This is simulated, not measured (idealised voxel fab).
process module | voxel self aligned contacts
Cross-section cut: width 220 nm, square cells of 5 nm.
In this document a cross-section is written as a grid of square cells. It is given as a series of bands, listed from the top down, and a band is one or more rows of cells.
This entry defines a band. It first specifies the height of the band's top and the height of its bottom in nm, and then specifies the band's materials from left to right, stating each material with its width in nm. The word "all across" identifies a single material that fills the band from edge to edge, while the word "blank" identifies empty space.
Height is counted from the level 0, under which the received wafer is composed throughout of one material. The lowest of the bands is not closed at the bottom but continues downward, in the notation "0 -> down".
So if you see something like "30->40" for the width, read it as the top row of the band sitting at the first number and the bottom row at the second, with every row in between moving by the same amount as the last.
"nothing was modified", as given for a step, is the statement that not any cell of the cross-section underwent a change during that step.
Closed cavities: empty space of 8 cells or more with no open way to the top, each as width x height at its distance from the left edge, in nm
Read whatever lies past the settings on a step's line as the simulator's own remark about the step.
The setting "overlay nm" may be written on the line of a step. When the step uses a mask, the value reports how far to the right of the planned place the mask lay, and a negative value reports that it lay to the left.
# Process steps (planned)
1) RECEIVE (material Si)
2) OXIDIZE (depth nm 5)
3) DIRECTIONAL_DEP (material polySi; thk nm 30)
4) DIRECTIONAL_DEP (material SiN; thk nm 25)
5) PATTERN (tone cover; mask id GATE; material resist; width nm 30; pitch nm 70; thk nm 15; overlay nm 0)
6) DIRECTIONAL_ETCH (etch materials SiN; depth nm 25)
7) DIRECTIONAL_ETCH (etch materials polySi; depth nm 30)
8) STRIP (etch materials resist)
9) CONFORMAL_DEP (material SiN; thk nm 10)
10) DIRECTIONAL_ETCH (etch materials SiN; depth nm 10)
11) FILL_DEP (material SiO2; thk nm 15)
12) CMP (height nm 60)
13) PATTERN (tone open; mask id CONTACT; material resist; width nm 50; pitch nm 70; thk nm 15; overlay nm 0)
14) DIRECTIONAL_ETCH (etch materials SiO2; depth nm 55)
15) STRIP (etch materials resist)
16) CONFORMAL_DEP (material TiN; thk nm 5)
17) FILL_DEP (material W; thk nm 10)
18) CMP (height nm 60)
19) CONFORMAL_DEP (material SiN; thk nm 5)
Don't read the plan's depth nm for step 14 as applying to every wafer: that's the first wafer's value, and the wafers differ in it, though they all start identical.
# So this is the first of several wafers, cross-sectioned as it came to us, meaning it's at the end of step 1
> 0 -> down = Si all across
> Closed cavities: none
# First wafer of several, cross-section, module end, after step 19 (last)
> 65 -> 60 = SiN all across
> 60 -> 55 = SiO2 50 nm; TiN 20 nm; W 10 nm; TiN 20 nm; SiO2 20 nm; TiN 20 nm; W 10 nm; TiN 20 nm; SiO2 50 nm
> 55 -> 30 = SiO2 15 nm; SiN 50 nm; TiN 5 nm; W 10 nm; TiN 5 nm; SiN 50 nm; TiN 5 nm; W 10 nm; TiN 5 nm; SiN 50 nm; SiO2 15 nm
> 30 -> 10 = SiO2 15 nm; SiN 10 nm; polySi 30 nm; SiN 10 nm; TiN 5 nm; W 10 nm; TiN 5 nm; SiN 10 nm; polySi 30 nm; SiN 10 nm; TiN 5 nm; W 10 nm; TiN 5 nm; SiN 10 nm; polySi 30 nm; SiN 10 nm; SiO2 15 nm
> 10 -> 5 = SiO2 15 nm; SiN 10 nm; polySi 30 nm; SiN 10 nm; TiN 20 nm; SiN 10 nm; polySi 30 nm; SiN 10 nm; TiN 20 nm; SiN 10 nm; polySi 30 nm; SiN 10 nm; SiO2 15 nm
> 5 -> 0 = SiO2 15 nm; SiN 10 nm; polySi 30 nm; SiN 10 nm; SiO2 20 nm; SiN 10 nm; polySi 30 nm; SiN 10 nm; SiO2 20 nm; SiN 10 nm; polySi 30 nm; SiN 10 nm; SiO2 15 nm
> 0 -> -5 = SiO2 all across
> -5 -> down = Si all across
> Closed cavities: none
# Cross-sectional view of the final wafer of several at the module's end
> 65 -> 60 = SiN all across
> 60 -> 55 = SiO2 50 nm; TiN 20 nm; W 10 nm; TiN 20 nm; SiO2 20 nm; TiN 20 nm; W 10 nm; TiN 20 nm; SiO2 50 nm
> 55 -> 30 = SiO2 15 nm; SiN 50 nm; TiN 5 nm; W 10 nm; TiN 5 nm; SiN 50 nm; TiN 5 nm; W 10 nm; TiN 5 nm; SiN 50 nm; SiO2 15 nm
> 30 -> 0 = SiO2 15 nm; SiN 10 nm; polySi 30 nm; SiN 10 nm; TiN 5 nm; W 10 nm; TiN 5 nm; SiN 10 nm; polySi 30 nm; SiN 10 nm; TiN 5 nm; W 10 nm; TiN 5 nm; SiN 10 nm; polySi 30 nm; SiN 10 nm; SiO2 15 nm
> 0 -> -5 = SiO2 65 nm; TiN 20 nm; SiO2 50 nm; TiN 20 nm; SiO2 65 nm
> -5 -> down = Si all across
> Closed cavities: none
# Below: a row per wafer. Contents at end of module: for every material, cells gained since receipt (+) or lost since receipt (-); then closed voids
depth nm 55, -44 Si, +266 SiN, +142 SiO2, +60 TiN, +40 W, +108 polySi, Closed cavities: none
depth nm 60, -44 Si, +266 SiN, +134 SiO2, +64 TiN, +44 W, +108 polySi, Closed cavities: none
depth nm 65, -44 Si, +266 SiN, +126 SiO2, +68 TiN, +48 W, +108 polySi, Closed cavities: none
depth nm 70, -44 Si, +266 SiN, +126 SiO2, +68 TiN, +48 W, +108 polySi, Closed cavities: none
depth nm 75, -44 Si, +266 SiN, +126 SiO2, +68 TiN, +48 W, +108 polySi, Closed cavities: none
depth nm 80, -44 Si, +266 SiN, +126 SiO2, +68 TiN, +48 W, +108 polySi, Closed cavities: none
